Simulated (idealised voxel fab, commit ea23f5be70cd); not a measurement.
This section sets out a process module, namely voxel fin reveal.
The width of the displayed cross-section, cut, is 160 nm; its cells are square, with a size of 5 nm.
Heads up, the way a cross-section reads in here is a grid of square cells, handed over as bands from the top down, with every band being one or more rows of cells.
Look at the band entry: it leads with the top's height and the bottom's height in nm. Then it lists the materials left to right, with a width in nm for each. The word "full width" on a single material says that material fills the band edge to edge. The word "air" is empty space.
Counting heights begins at 0, where everything beneath is, in the wafer as received, one material. The lowest band has no bottom; it goes on downwards, as "z 0 and below" shows.
A width such as "30->40" changes by the same amount from each row of cells to the next, from the band's top row to its bottom row.
No cell of the cross-section changed in a step that is given as "no modification".
Look at "Enclosed void entries" for the closed voids: empty spaces with no open path to the top, sized 8 cells or up. Each is width x height at distance, distance from the left edge, all nm.
Read whatever lies past the settings on a step's line as the simulator's own remark about the step.
Each step line may optionally specify "overlay nm", which for a step with a mask gives the rightward distance between the mask's planned place and where it lay, a negative value indicating the leftward direction.
### The following list gives the planned process steps
1,RECEIVE,material Si
2,CONFORMAL_DEP,material SiN,thk nm 10
3,DIRECTIONAL_DEP,material aC,thk nm 15
4,PATTERN,tone cover,mask id FINS,material resist,width nm 15,pitch nm 40,thk nm 35,overlay nm 0
5,DIRECTIONAL_ETCH,etch materials aC,depth nm 15
6,STRIP,etch materials resist
7,DIRECTIONAL_ETCH,etch materials SiN,depth nm 10
8,DIRECTIONAL_ETCH,etch materials Si,depth nm 30
9,STRIP,etch materials aC
10,FILL_DEP,material SiO2,thk nm 15
11,CMP,height nm 10
12,SELECTIVE_ETCH,etch materials SiO2,depth nm 25
13,STRIP,etch materials SiN
14,CONFORMAL_DEP,material HfO2,thk nm 5
### As-received state of the wafer in cross-section, equivalent to post-step 1
- z 0 and below | Si full width
- Enclosed void entries: none
### End-of-module cross-section of the first of two wafers, processed as planned
- z 5 to 0 | air 25; HfO2 25; air 15; HfO2 25; air 15; HfO2 25; air 30
- z 0 to -10 | air 25; HfO2 5; Si 15; HfO2 5; air 15; HfO2 5; Si 15; HfO2 5; air 15; HfO2 5; Si 15; HfO2 5; air 30
- z -10 to -15 | HfO2 30; Si 15; HfO2 25; Si 15; HfO2 25; Si 15; HfO2 35
- z -15 to -30 | SiO2 30; Si 15; SiO2 25; Si 15; SiO2 25; Si 15; SiO2 35
- z -30 and below | Si full width
- Enclosed void entries: none
### Second wafer through the module, sectioned at the end: same beginning and same plan as the first wafer, with one mistake in carrying it out
- z 5 to 0 | air 25; HfO2 25; air 15; HfO2 25; air 15; HfO2 25; air 30
- z 0 to -10 | air 25; HfO2 5; Si 15; HfO2 5; air 15; HfO2 5; Si 15; HfO2 5; air 15; HfO2 5; Si 15; HfO2 5; air 30
- z -10 to -15 | HfO2 30; Si 15; HfO2 25; Si 15; HfO2 25; Si 15; HfO2 35
- z -15 to -25 | SiO2 30; Si 15; SiO2 25; Si 15; SiO2 25; Si 15; SiO2 35
- z -25 and below | Si full width
- Enclosed void entries: none
Diagnosis: for step 8, the planned setting was not used; the step was instead run as DIRECTIONAL_ETCH,etch materials Si,depth nm 25
The second wafer ends with more or fewer cells of some materials than the first, per final count: 23 more of Si, 23 fewer of SiO2
